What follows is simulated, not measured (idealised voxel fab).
The following is a process module called voxel capacitor over wiring.
Cross-section cut spans 265 nm and uses square cells 5 nm in size.
A cross-section is written here as square cells arranged in a grid, and it is given in bands from the top down, each band taking up one or more rows of cells. Basically the band line says how high the top is and how high the bottom is, in nm, and then what's in it from left to right, every material with its width in nm. Empty space shows up as "blank", and if a single material carries "full width" it runs the full band edge to edge. Basically, 0 is our baseline, since under it the wafer straight out of the box is all one material. The bottom band has no lower end and keeps on going down, so it looks like "0 nm and below". Note: "30 to 40" means the width goes from the first number (top row of the band) to the second number (bottom row) in equal steps per row of cells. No cell of the cross-section changed in a step that is given as "stayed the same". Sealed void inventory: empty space of 8 cells or more with no open way to the top, each as width x height at its distance from the left edge, in nm. Anything after a step's settings on that line? It's the simulator's own note about the step. The optional step-line setting "overlay nm" applies to steps with a mask and quantifies how far to the right of its planned location the mask lay, a negative value indicating leftward placement.
**List of planned process steps**
1) RECEIVE (material Si)
2) CONFORMAL_DEP (material SiO2; thk nm 15)
3) DIRECTIONAL_DEP (material TiN; thk nm 5)
4) DIRECTIONAL_DEP (material W; thk nm 15)
5) PATTERN (tone cover; mask id METAL_1; material resist; width nm 25; pitch nm 80; thk nm 15; overlay nm 0)
6) DIRECTIONAL_ETCH (etch materials W; depth nm 15)
7) DIRECTIONAL_ETCH (etch materials TiN; depth nm 5)
8) STRIP (etch materials resist)
9) CONFORMAL_DEP (material SiCN; thk nm 5)
10) FILL_DEP (material lowk; thk nm 5)
11) CMP (height nm 35)
12) CONFORMAL_DEP (material SiCN; thk nm 5)
13) DIRECTIONAL_DEP (material lowk; thk nm 20)
14) PATTERN (tone open; mask id PLUG_1; material resist; width nm 15; thk nm 15; overlay nm 0)
15) DIRECTIONAL_ETCH (etch materials lowk; depth nm 20)
16) DIRECTIONAL_ETCH (etch materials SiCN; depth nm 5)
17) STRIP (etch materials resist)
18) CONFORMAL_DEP (material TiN; thk nm 5)
19) FILL_DEP (material W; thk nm 5)
20) CMP (height nm 60)
21) DIRECTIONAL_DEP (material TiN; thk nm 5)
22) DIRECTIONAL_DEP (material HfO2; thk nm 5)
23) DIRECTIONAL_DEP (material TiN; thk nm 5)
24) PATTERN (tone cover; mask id UPPER_PLATE; material resist; width nm 60; thk nm 15; overlay nm 0)
25) DIRECTIONAL_ETCH (etch materials TiN; depth nm 5)
26) DIRECTIONAL_ETCH (etch materials HfO2; depth nm 5)
27) STRIP (etch materials resist)
28) PATTERN (tone cover; mask id LOWER_PLATE; material resist; width nm 70; thk nm 15; overlay nm 0)
29) DIRECTIONAL_ETCH (etch materials TiN; depth nm 5)
30) STRIP (etch materials resist)
31) FILL_DEP (material SiO2; thk nm 15)
32) CMP (height nm 85)
33) DIRECTIONAL_DEP (material aC; thk nm 10)
34) PATTERN (tone open; mask id PLUG_2; material resist; width nm 15; thk nm 30; overlay nm 0)
35) DIRECTIONAL_ETCH (etch materials aC; depth nm 10)
36) STRIP (etch materials resist)
37) DIRECTIONAL_ETCH (etch materials SiO2; depth nm 10)
38) STRIP (etch materials aC)
39) CONFORMAL_DEP (material TiN; thk nm 5)
40) FILL_DEP (material Ru; thk nm 10)
41) CMP (height nm 85)
42) CONFORMAL_DEP (material SiCN; thk nm 5)
**as received, after step 1**
	0 nm and below = Si full width
	Sealed void inventory: none
**The cross-section shown corresponds to the wafer at the conclusion of the module. The initial structure and the process plan are those presented above; however, one mistake occurred in executing the plan**
	90 nm to 85 nm = SiCN full width
	85 nm to 80 nm = 100 nm SiO2, 5 nm aC, 5 nm Ru, 5 nm aC, 150 nm SiO2
	80 nm to 75 nm = 100 nm SiO2, 15 nm aC, 150 nm SiO2
	75 nm to 70 nm = 90 nm SiO2, 60 nm TiN, 115 nm SiO2
	70 nm to 65 nm = 90 nm SiO2, 60 nm HfO2, 115 nm SiO2
	65 nm to 60 nm = 85 nm SiO2, 70 nm TiN, 110 nm SiO2
	60 nm to 40 nm = 90 nm lowk, 5 nm TiN, 5 nm W, 5 nm TiN, 160 nm lowk
	40 nm to 35 nm = 90 nm SiCN, 15 nm TiN, 160 nm SiCN
	35 nm to 20 nm = 75 nm lowk, 5 nm SiCN, 25 nm W, 5 nm SiCN, 45 nm lowk, 5 nm SiCN, 25 nm W, 5 nm SiCN, 75 nm lowk
	20 nm to 15 nm = 80 nm SiCN, 25 nm TiN, 55 nm SiCN, 25 nm TiN, 80 nm SiCN
	15 nm to 0 nm = SiO2 full width
	0 nm and below = Si full width
	Sealed void inventory: none
What went wrong in running the wafer? step 39: run off-plan, actual operation and settings CONFORMAL_DEP (material aC; thk nm 5)
